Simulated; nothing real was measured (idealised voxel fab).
process module | voxel lift off
cross-section cut | 285 nm wide | cells 5 nm
A cross-section is a grid of square cells, given in bands from the top down. A band is one or more rows of cells.
Each band's line starts with the height of the band's top and of its bottom, in nm. Then come its materials from left to right, each with its width in nm. One material with "throughout" fills the band from edge to edge. "air" is empty space.
Height 0 is the level under which the wafer as received is all one material. The lowest band goes on downwards, as in "0 down".
A width such as "30 to 40" changes by the same amount from each row of cells to the next, from the band's top row to its bottom row.
"no change" after a step means that no cell of the cross-section changed.
closed voids: empty space of 8 cells or more with no open way to the top, each as width x height at its distance from the left edge, in nm
after a step's settings: what the simulator itself notes on the step
overlay nm, on a step with a mask: how far to the right of its planned place the mask lay; to the left if negative
plan
1 op RECEIVE | material Si
2 op CONFORMAL_DEP | material SiO2 | thk nm 15
3 op PATTERN | tone open | mask id LINES | material resist | width nm 20 | pitch nm 35 | thk nm 30 | overlay nm 0
4 op DIRECTIONAL_DEP | material Ru | thk nm 15
5 op STRIP | etch materials resist
6 op CONFORMAL_DEP | material SiN | thk nm 10
as received, after step 1
  0 down: Si throughout
  closed voids: none
a wafer at the end: this start, this plan, one mistake
  40 to 30: air 85 | SiN 110 | air 90
  30 to 25: air 85 | SiN 10 | Ru 20 | SiN 15 | Ru 20 | SiN 15 | Ru 20 | SiN 10 | air 90
  25 to 15: SiN 95 | Ru 20 | SiN 15 | Ru 20 | SiN 15 | Ru 20 | SiN 100
  15 to 0: Ru throughout
  0 down: Si throughout
  closed voids: none
what went wrong: step 2 ran as: op CONFORMAL_DEP | material Ru | thk nm 15
